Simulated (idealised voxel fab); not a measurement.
Process module in this document: voxel released beams
In the cross-section labelled cut, the width is 220 nm and each square cell is 5 nm.
A cross-section is written here as square cells arranged in a grid, and it is given in bands from the top down, each band taking up one or more rows of cells.
Top, bottom (nm), then materials left to right with widths (nm); lone material tagged "full width" fills the whole band edge to edge; "air" = empty space.
Height is counted from the level 0, under which the received wafer is composed throughout of one material. The lowest of the bands is not closed at the bottom but continues downward, in the notation "0 nm and below".
A width such as "30->40" changes by the same amount from each row of cells to the next, from the band's top row to its bottom row.
What does "nothing altered" mean for a step? It means no cell of the cross-section changed in that step.
Closed-off voids of 8+ cells (no open route to the top) go in "Enclosed internal cavities", written width x height at distance from the left edge, in nm.
Where a step's line continues beyond its settings, the continuation is a remark by the simulator itself on that step.
What "overlay nm" on a step's line means: if the step has a mask, that mask lay this far to the right of its planned place, or, when the value is negative, to the left.

Set out below are the planned steps of the process
- 1: RECEIVE | material Si
- 2: CONFORMAL_DEP | material SiN | thk nm 5
- 3: DIRECTIONAL_DEP | material SiO2 | thk nm 15
- 4: PATTERN | tone open | mask id ANCHOR | material resist | width nm 35 | thk nm 20 | overlay nm 0
- 5: DIRECTIONAL_ETCH | etch materials SiO2 | depth nm 15
- 6: STRIP | etch materials resist
- 7: CONFORMAL_DEP | material TiN | thk nm 10
- 8: MASKED_ETCH | tone cover | mask id BEAM | width nm 105 | etch materials TiN | depth nm 10 | overlay nm 0
- 9: STRIP | etch materials SiO2

First of two wafers, processed according to plan

Wafer as received: cross-section following step 1
* 0 nm and below: Si full width
* Enclosed internal cavities: none

You're looking at a cross-section of the wafer after step 2
* 5 nm to 0 nm: SiN full width
* Beneath the level 0, the cross-section is identical to its previous state.

You're looking at a cross-section of the wafer after step 3
* 20 nm to 5 nm: SiO2 full width
* Beneath the level 5, the cross-section is identical to its previous state.

You're looking at a cross-section of the wafer after step 4
* 40 nm to 20 nm: 60 of resist  35 of air  125 of resist
* Beneath the level 20, the cross-section is identical to its previous state.

You're looking at a cross-section of the wafer after step 5
* 40 nm to 20 nm: 60 of resist  35 of air  125 of resist
* 20 nm to 5 nm: 60 of SiO2  35 of air  125 of SiO2
* Beneath the level 5, the cross-section is identical to its previous state.

You're looking at a cross-section of the wafer after step 6
* 20 nm to 5 nm: 60 of SiO2  35 of air  125 of SiO2
* Beneath the level 5, the cross-section is identical to its previous state.

You're looking at a cross-section of the wafer after step 7
* 30 nm to 20 nm: 70 of TiN  15 of air  135 of TiN
* 20 nm to 15 nm: 60 of SiO2  10 of TiN  15 of air  10 of TiN  125 of SiO2
* 15 nm to 5 nm: 60 of SiO2  35 of TiN  125 of SiO2
* Beneath the level 5, the cross-section is identical to its previous state.

You're looking at a cross-section of the wafer after step 8
* 30 nm to 20 nm: 55 of air  15 of TiN  15 of air  75 of TiN  60 of air
* Beneath the level 20, the cross-section is identical to its previous state.

You're looking at a cross-section of the wafer after step 9
* 30 nm to 20 nm: 55 of air  15 of TiN  15 of air  75 of TiN  60 of air
* 20 nm to 15 nm: 60 of air  10 of TiN  15 of air  10 of TiN  125 of air
* 15 nm to 5 nm: 60 of air  35 of TiN  125 of air
* Beneath the level 5, the cross-section is identical to its previous state.

Wafer two: like wafer one in start and plan, but with one mistake in execution; identical up to and including step 1

Cross-section of the second wafer corresponding to the planned conclusion of step 2: nothing altered

Cross-section of the second wafer corresponding to the planned conclusion of step 3
* 15 nm to 0 nm: SiO2 full width
* Beneath the level 0, the cross-section is identical to its previous state.

Cross-section of the second wafer corresponding to the planned conclusion of step 4
* 35 nm to 15 nm: 60 of resist  35 of air  125 of resist
* Beneath the level 15, the cross-section is identical to its previous state.

Cross-section of the second wafer corresponding to the planned conclusion of step 5
* 35 nm to 15 nm: 60 of resist  35 of air  125 of resist
* 15 nm to 0 nm: 60 of SiO2  35 of air  125 of SiO2
* Beneath the level 0, the cross-section is identical to its previous state.

Cross-section of the second wafer corresponding to the planned conclusion of step 6
* 15 nm to 0 nm: 60 of SiO2  35 of air  125 of SiO2
* Beneath the level 0, the cross-section is identical to its previous state.

Cross-section of the second wafer corresponding to the planned conclusion of step 7
* 25 nm to 15 nm: 70 of TiN  15 of air  135 of TiN
* 15 nm to 10 nm: 60 of SiO2  10 of TiN  15 of air  10 of TiN  125 of SiO2
* 10 nm to 0 nm: 60 of SiO2  35 of TiN  125 of SiO2
* Beneath the level 0, the cross-section is identical to its previous state.

Cross-section of the second wafer corresponding to the planned conclusion of step 8
* 25 nm to 15 nm: 55 of air  15 of TiN  15 of air  75 of TiN  60 of air
* Beneath the level 15, the cross-section is identical to its previous state.

Cross-section of the second wafer corresponding to the planned conclusion of step 9
* 25 nm to 15 nm: 55 of air  15 of TiN  15 of air  75 of TiN  60 of air
* 15 nm to 10 nm: 60 of air  10 of TiN  15 of air  10 of TiN  125 of air
* 10 nm to 0 nm: 60 of air  35 of TiN  125 of air
* Beneath the level 0, the cross-section is identical to its previous state.
What went wrong in running the wafer? plan step 2: skipped, not run
Count the cells at the end and the second wafer has more or fewer of some materials than the first: SiN: 44 fewer
